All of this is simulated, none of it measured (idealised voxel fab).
process module | voxel wiring stack
cross-section cut | 210 nm wide | cells 5 nm
A cross-section is a grid of square cells, given in bands from the top down. A band is one or more rows of cells.
Each band's line starts with the height of the band's top and of its bottom, in nm. Then come its materials from left to right, each with its width in nm. One material with "throughout" fills the band from edge to edge. "air" is empty space.
Height 0 is the level under which the wafer as received is all one material. The lowest band goes on downwards, as in "0 down".
A width such as "30 to 40" changes by the same amount from each row of cells to the next, from the band's top row to its bottom row.
"no change" after a step means that no cell of the cross-section changed.
closed voids: empty space of 8 cells or more with no open way to the top, each as width x height at its distance from the left edge, in nm
after a step's settings: what the simulator itself notes on the step
overlay nm, on a step with a mask: how far to the right of its planned place the mask lay; to the left if negative
plan
1 op RECEIVE | material Si
2 op CONFORMAL_DEP | material SiO2 | thk nm 10
3 op CONFORMAL_DEP | material SiCN | thk nm 5
4 op DIRECTIONAL_DEP | material SiO2 | thk nm 25
5 op MASKED_ETCH | tone open | mask id METAL_1 | width nm 30 | pitch nm 45 | etch materials SiO2 | depth nm 25 | overlay nm 0
6 op MASKED_ETCH | tone open | mask id METAL_1 | width nm 30 | pitch nm 45 | etch materials SiCN | depth nm 5 | overlay nm 0
7 op CONFORMAL_DEP | material TiN | thk nm 5
8 op FILL_DEP | material W | thk nm 10
9 op CMP | height nm 40
10 op EPI | material Ru | thk nm 5
11 op FILL_DEP | material SiCN | thk nm 5
12 op DIRECTIONAL_DEP | material SiO2 | thk nm 35
13 op DIRECTIONAL_DEP | material aC | thk nm 15
14 op PATTERN | tone open | mask id METAL_2_HOLES | material resist | width nm 15 | pitch nm 45 | thk nm 30 | overlay nm 0
15 op DIRECTIONAL_ETCH | etch materials aC | depth nm 15
16 op STRIP | etch materials resist
17 op DIRECTIONAL_ETCH | etch materials SiO2 | depth nm 35
18 op STRIP | etch materials aC
19 op PATTERN | tone open | mask id METAL_2 | material resist | width nm 30 | pitch nm 45 | thk nm 20 | overlay nm 0
20 op DIRECTIONAL_ETCH | etch materials SiO2 | depth nm 20
21 op DIRECTIONAL_ETCH | etch materials SiCN | depth nm 5
22 op STRIP | etch materials resist
23 op CONFORMAL_DEP | material TiN | thk nm 5
24 op FILL_DEP | material Cu | thk nm 10
25 op CMP | height nm 85
26 op CONFORMAL_DEP | material SiCN | thk nm 5
as received, after step 1
  0 down: Si throughout
  closed voids: none
a wafer at the end: this start, this plan, one mistake
  90 to 85: SiCN throughout
  85 to 70: SiO2 65 | TiN 5 | Cu 20 | TiN 5 | SiO2 15 | TiN 5 | Cu 20 | TiN 5 | SiO2 70
  70 to 65: SiO2 65 | TiN 5 | Cu 5 | TiN 20 | SiO2 15 | TiN 5 | Cu 5 | TiN 20 | SiO2 70
  65 to 50: SiO2 65 | TiN 5 | Cu 5 | TiN 5 | SiO2 30 | TiN 5 | Cu 5 | TiN 5 | SiO2 85
  50 to 45: SiCN 65 | TiN 15 | SiCN 30 | TiN 15 | SiCN 85
  45 to 40: Ru 70 | SiCN 20 | Ru 25 | SiCN 20 | Ru 75
  40 to 20: W 60 | TiN 5 | SiO2 30 | TiN 5 | W 5 | TiN 5 | SiO2 30 | TiN 5 | W 65
  20 to 15: TiN 65 | SiO2 30 | TiN 15 | SiO2 30 | TiN 70
  15 to 10: SiCN throughout
  10 to 0: SiO2 throughout
  0 down: Si throughout
  closed voids: none
what went wrong: step 5 ran as: op MASKED_ETCH | tone cover | mask id METAL_1 | width nm 30 | pitch nm 45 | etch materials SiO2 | depth nm 25 | overlay nm 0
